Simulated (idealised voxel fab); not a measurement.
Herein follows the process module entitled voxel wiring stack.
This is section cut - it's 265 nm across, gridded in 5 nm square cells.
Just so we're on the same page, the cross-sections are grids of square cells, and they're listed out in bands top to bottom, each band one or more rows deep.
Look at the band entry: it leads with the top's height and the bottom's height in nm. Then it lists the materials left to right, with a width in nm for each. The word "edge to edge" on a single material says that material fills the band edge to edge. The word "blank" is empty space.
We count height from 0. Below that, the starting wafer is all one material. The lowest band never ends at the bottom but goes on down; see "0 and below" for how that is written.
With a width like "30..40", each row of cells in the band differs from the next by the same amount, the top row carrying the first number and the bottom row the second.
"no alterations made" means the step left every cell of the cross-section as it was.
In the "Sealed voids" entry, you get each enclosed empty space of 8 cells or more, one with no open way to the top, written width x height at distance, distance from the left edge, in nm.
Note: text after step settings on the step line = simulator remark on that step.
"overlay nm" answers the question of how far to the right of plan the mask lay on a step that has a mask, and when it is negative the answer is to the left.
## Process steps foreseen in the plan
1 RECEIVE, material Si
2 CONFORMAL_DEP, material SiO2, thk nm 15
3 CONFORMAL_DEP, material SiN, thk nm 5
4 DIRECTIONAL_DEP, material lowk, thk nm 15
5 PATTERN, tone open, mask id METAL_1, material resist, width nm 25, pitch nm 45, thk nm 15, overlay nm 0
6 DIRECTIONAL_ETCH, etch materials lowk, depth nm 15
7 DIRECTIONAL_ETCH, etch materials SiN, depth nm 5
8 STRIP, etch materials resist
9 CONFORMAL_DEP, material TiN, thk nm 5
10 FILL_DEP, material Cu, thk nm 5
11 CMP, height nm 35
12 EPI, material Ru, thk nm 5
13 FILL_DEP, material SiCN, thk nm 5
14 DIRECTIONAL_DEP, material SiO2, thk nm 10
15 MASKED_ETCH, tone open, mask id PLUG_1, width nm 15, pitch nm 90, etch materials SiO2, depth nm 10, overlay nm 0
16 MASKED_ETCH, tone open, mask id PLUG_1, width nm 15, pitch nm 90, etch materials SiCN, depth nm 5, overlay nm 0
17 EPI, material Ru, thk nm 10
18 EPI, material Ru, thk nm 5
19 CONFORMAL_DEP, material SiN, thk nm 5
20 DIRECTIONAL_DEP, material SiO2, thk nm 20
21 MASKED_ETCH, tone open, mask id METAL_2, width nm 25, pitch nm 45, etch materials SiO2, depth nm 20, overlay nm 0
22 MASKED_ETCH, tone open, mask id METAL_2, width nm 25, pitch nm 45, etch materials SiN, depth nm 5, overlay nm 0
23 CONFORMAL_DEP, material TiN, thk nm 5
24 FILL_DEP, material Cu, thk nm 10
25 CMP, height nm 80
26 CONFORMAL_DEP, material SiCN, thk nm 5
27 DIRECTIONAL_DEP, material SiO2, thk nm 25
28 DIRECTIONAL_DEP, material aC, thk nm 10
29 PATTERN, tone open, mask id METAL_3, material resist, width nm 25, pitch nm 45, thk nm 30, overlay nm 0
30 DIRECTIONAL_ETCH, etch materials aC, depth nm 10
31 STRIP, etch materials resist
32 DIRECTIONAL_ETCH, etch materials SiO2, depth nm 15
33 STRIP, etch materials aC
34 DIRECTIONAL_DEP, material aC, thk nm 10
35 PATTERN, tone open, mask id METAL_3_HOLES, material resist, width nm 15, pitch nm 45, thk nm 30, overlay nm 0
36 DIRECTIONAL_ETCH, etch materials aC, depth nm 10
37 STRIP, etch materials resist
38 DIRECTIONAL_ETCH, etch materials SiO2, depth nm 10
39 DIRECTIONAL_ETCH, etch materials SiCN, depth nm 5
40 STRIP, etch materials aC
41 CONFORMAL_DEP, material TiN, thk nm 5
42 FILL_DEP, material Cu, thk nm 10
43 CMP, height nm 110
44 CONFORMAL_DEP, material SiCN, thk nm 5
45 DIRECTIONAL_DEP, material SiO2, thk nm 30
46 DIRECTIONAL_DEP, material aC, thk nm 10
47 PATTERN, tone open, mask id METAL_4_HOLES, material resist, width nm 15, pitch nm 90, thk nm 25, overlay nm 0
48 DIRECTIONAL_ETCH, etch materials aC, depth nm 10
49 STRIP, etch materials resist
50 DIRECTIONAL_ETCH, etch materials SiO2, depth nm 30
51 STRIP, etch materials aC
52 MASKED_ETCH, tone open, mask id METAL_4, width nm 25, pitch nm 45, etch materials SiO2, depth nm 20, overlay nm 0
53 MASKED_ETCH, tone open, mask id METAL_4, width nm 25, pitch nm 45, etch materials SiCN, depth nm 5, overlay nm 0
54 CONFORMAL_DEP, material TiN, thk nm 5
55 FILL_DEP, material Ru, thk nm 10
56 CMP, height nm 145
57 CONFORMAL_DEP, material SiCN, thk nm 5
## Step 1 complete: cross-section of the wafer as received
- 0 and below | Si edge to edge
- Sealed voids: none
## a wafer at the end: this start, this plan, one mistake
- 150 down to 145 | SiCN edge to edge
- 145 down to 130 | SiO2 50 | TiN 5 | Ru 15 | TiN 5 | SiO2 20 | TiN 5 | Ru 15 | TiN 5 | SiO2 20 | TiN 5 | Ru 15 | TiN 5 | SiO2 20 | TiN 5 | Ru 15 | TiN 5 | SiO2 55
- 130 down to 125 | SiO2 50 | TiN 5 | Ru 5 | TiN 15 | SiO2 20 | TiN 25 | SiO2 20 | TiN 5 | Ru 5 | TiN 15 | SiO2 20 | TiN 25 | SiO2 55
- 125 down to 120 | SiO2 50 | TiN 5 | Ru 5 | TiN 5 | SiO2 75 | TiN 5 | Ru 5 | TiN 5 | SiO2 110
- 120 down to 115 | SiO2 50 | TiN 15 | SiO2 75 | TiN 15 | SiO2 110
- 115 down to 110 | lowk edge to edge
- 110 down to 100 | SiO2 50 | TiN 5 | Cu 15 | TiN 5 | SiO2 20 | TiN 5 | Cu 15 | TiN 5 | SiO2 20 | TiN 5 | Cu 15 | TiN 5 | SiO2 20 | TiN 5 | Cu 15 | TiN 5 | SiO2 55
- 100 down to 95 | SiO2 50 | TiN 5 | Cu 5 | TiN 15 | SiO2 20 | TiN 5 | Cu 5 | TiN 15 | SiO2 20 | TiN 5 | Cu 5 | TiN 15 | SiO2 20 | TiN 5 | Cu 5 | TiN 15 | SiO2 55
- 95 down to 85 | SiO2 50 | TiN 5 | Cu 5 | TiN 5 | SiO2 30 | TiN 5 | Cu 5 | TiN 5 | SiO2 30 | TiN 5 | Cu 5 | TiN 5 | SiO2 30 | TiN 5 | Cu 5 | TiN 5 | SiO2 65
- 85 down to 80 | SiCN 50 | TiN 15 | SiCN 30 | TiN 15 | SiCN 30 | TiN 15 | SiCN 30 | TiN 15 | SiCN 65
- 80 down to 60 | SiO2 50 | TiN 5 | Cu 15 | TiN 5 | SiO2 20 | TiN 5 | Cu 15 | TiN 5 | SiO2 20 | TiN 5 | Cu 15 | TiN 5 | SiO2 20 | TiN 5 | Cu 15 | TiN 5 | SiO2 55
- 60 down to 55 | SiN 50 | TiN 25 | SiN 20 | TiN 25 | SiN 20 | TiN 25 | SiN 20 | TiN 25 | SiN 55
- 55 down to 45 | SiO2 50 | Ru 15 | SiO2 75 | Ru 15 | SiO2 110
- 45 down to 40 | SiCN 50 | Ru 15 | SiCN 75 | Ru 15 | SiCN 110
- 40 down to 35 | SiCN 45 | Ru 35 | SiCN 10 | Ru 35 | SiCN 10 | Ru 35 | SiCN 10 | Ru 35 | SiCN 50
- 35 down to 20 | lowk 50 | TiN 5 | Cu 15 | TiN 5 | lowk 20 | TiN 5 | Cu 15 | TiN 5 | lowk 20 | TiN 5 | Cu 15 | TiN 5 | lowk 20 | TiN 5 | Cu 15 | TiN 5 | lowk 55
- 20 down to 15 | SiN 50 | TiN 25 | SiN 20 | TiN 25 | SiN 20 | TiN 25 | SiN 20 | TiN 25 | SiN 55
- 15 down to 0 | SiO2 edge to edge
- 0 and below | Si edge to edge
- Sealed voids: none
In executing the process, a mistake was made relative to the plan: planned and actual differ for step 44; actual: CONFORMAL_DEP, material lowk, thk nm 5
